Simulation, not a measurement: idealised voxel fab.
Presented below is a process module, voxel spacer lines.
For reference, the cross-section in this document is cut, with width 210 nm and square cells of 5 nm.
Reading order for cross-sections: top band down to bottom band. Underlying form: a grid of square cells. Band size: one or more rows of cells.
Band: top height; bottom height; in nm. Then, left to right: material with width in nm, for each material. "full width": a single material spanning edge to edge. "empty": empty space.
Measure heights from 0. That's the level where, below it, the as-received wafer is all one material. The lowest band is bottomless and extends downward; write it as in "0 and below".
A width such as "30 to 40" changes by the same amount from each row of cells to the next, from the band's top row to its bottom row.
Basically "no modifications" means that step didn't change any cell in the cross-section.
The entry "Entrapped void list" lists the empty spaces that cover at least 8 cells and have no open path to the top. Each is written as width x height at distance, where the distance is measured from the left edge and all three values are in nm.
What comes after the settings on a step's line is commentary from the simulator itself on that step.
A step's line can hold "overlay nm"; with a mask on that step, the setting says how far right of the planned place the mask lay, while a negative setting says it lay to the left.
[The following list gives the planned process steps]
1 RECEIVE | material Si
2 CONFORMAL_DEP | material Al2O3 | thk nm 10
3 DIRECTIONAL_DEP | material W | thk nm 10
4 DIRECTIONAL_DEP | material aC | thk nm 20
5 PATTERN | tone cover | mask id MANDREL | material resist | width nm 15 | pitch nm 50 | thk nm 25 | overlay nm 0
6 DIRECTIONAL_ETCH | etch materials aC | depth nm 20
7 STRIP | etch materials resist
8 CONFORMAL_DEP | material SiO2 | thk nm 10
9 DIRECTIONAL_ETCH | etch materials SiO2 | depth nm 10
10 STRIP | etch materials aC
11 DIRECTIONAL_ETCH | etch materials W | depth nm 10
12 STRIP | etch materials SiO2
[On the first of the two wafers: run conducted according to plan]
[Received-state cross-section, reflecting completion of step 1]
	0 and below: Si full width
	Entrapped void list: none
[The wafer, seen in cross-section, after step 2]
	10 down to 0: Al2O3 full width
	Nothing below the height 0 has changed.
[The wafer, seen in cross-section, after step 3]
	20 down to 10: W full width
	Nothing below the height 10 has changed.
[The wafer, seen in cross-section, after step 4]
	40 down to 20: aC full width
	Nothing below the height 20 has changed.
[The wafer, seen in cross-section, after step 5]
	65 down to 40: empty 70, resist 15, empty 35, resist 15, empty 75
	Nothing below the height 40 has changed.
[The wafer, seen in cross-section, after step 6]
	45 down to 40: empty 70, resist 15, empty 35, resist 15, empty 75
	40 down to 20: empty 70, aC 15, empty 35, aC 15, empty 75
	Nothing below the height 20 has changed.
[The wafer, seen in cross-section, after step 7]
	40 down to 20: empty 70, aC 15, empty 35, aC 15, empty 75
	Nothing below the height 20 has changed.
[The wafer, seen in cross-section, after step 8]
	50 down to 40: empty 60, SiO2 35, empty 15, SiO2 35, empty 65
	40 down to 30: empty 60, SiO2 10, aC 15, SiO2 10, empty 15, SiO2 10, aC 15, SiO2 10, empty 65
	30 down to 20: SiO2 70, aC 15, SiO2 35, aC 15, SiO2 75
	Nothing below the height 20 has changed.
[The wafer, seen in cross-section, after step 9]
	40 down to 20: empty 60, SiO2 10, aC 15, SiO2 10, empty 15, SiO2 10, aC 15, SiO2 10, empty 65
	Nothing below the height 20 has changed.
[The wafer, seen in cross-section, after step 10]
	40 down to 20: empty 60, SiO2 10, empty 15, SiO2 10, empty 15, SiO2 10, empty 15, SiO2 10, empty 65
	Nothing below the height 20 has changed.
[The wafer, seen in cross-section, after step 11]
	40 down to 20: empty 60, SiO2 10, empty 15, SiO2 10, empty 15, SiO2 10, empty 15, SiO2 10, empty 65
	20 down to 10: empty 60, W 10, empty 15, W 10, empty 15, W 10, empty 15, W 10, empty 65
	Nothing below the height 10 has changed.
[The wafer, seen in cross-section, after step 12]
	20 down to 10: empty 60, W 10, empty 15, W 10, empty 15, W 10, empty 15, W 10, empty 65
	Nothing below the height 10 has changed.
[The second wafer was prepared from the same starting point and under the same plan as the first; its processing contained one mistake, and it remains indistinguishable from the first wafer up to and including step 4]
[Cross-section: second wafer, time at which step 5 was scheduled to end]
	65 down to 40: empty 65, resist 25, empty 25, resist 25, empty 70
	Nothing below the height 40 has changed.
[Cross-section: second wafer, time at which step 6 was scheduled to end]
	45 down to 40: empty 65, resist 25, empty 25, resist 25, empty 70
	40 down to 20: empty 65, aC 25, empty 25, aC 25, empty 70
	Nothing below the height 20 has changed.
[Cross-section: second wafer, time at which step 7 was scheduled to end]
	40 down to 20: empty 65, aC 25, empty 25, aC 25, empty 70
	Nothing below the height 20 has changed.
[Cross-section: second wafer, time at which step 8 was scheduled to end]
	50 down to 40: empty 55, SiO2 45, empty 5, SiO2 45, empty 60
	40 down to 30: empty 55, SiO2 10, aC 25, SiO2 10, empty 5, SiO2 10, aC 25, SiO2 10, empty 60
	30 down to 20: SiO2 65, aC 25, SiO2 25, aC 25, SiO2 70
	Nothing below the height 20 has changed.
[Cross-section: second wafer, time at which step 9 was scheduled to end]
	40 down to 20: empty 55, SiO2 10, aC 25, SiO2 10, empty 5, SiO2 10, aC 25, SiO2 10, empty 60
	Nothing below the height 20 has changed.
[Cross-section: second wafer, time at which step 10 was scheduled to end]
	40 down to 20: empty 55, SiO2 10, empty 25, SiO2 10, empty 5, SiO2 10, empty 25, SiO2 10, empty 60
	Nothing below the height 20 has changed.
[Cross-section: second wafer, time at which step 11 was scheduled to end]
	40 down to 20: empty 55, SiO2 10, empty 25, SiO2 10, empty 5, SiO2 10, empty 25, SiO2 10, empty 60
	20 down to 10: empty 55, W 10, empty 25, W 10, empty 5, W 10, empty 25, W 10, empty 60
	Nothing below the height 10 has changed.
[Cross-section: second wafer, time at which step 12 was scheduled to end]
	20 down to 10: empty 55, W 10, empty 25, W 10, empty 5, W 10, empty 25, W 10, empty 60
	Nothing below the height 10 has changed.
In executing the process, a mistake was made relative to the plan: the process deviated at step 5: the operation and settings actually run there were PATTERN | tone cover | mask id MANDREL | material resist | width nm 25 | pitch nm 50 | thk nm 25 | overlay nm 0
Comparing end states, the material composition by cell count is preserved from the first wafer to the second, while the locations of the cells are not.
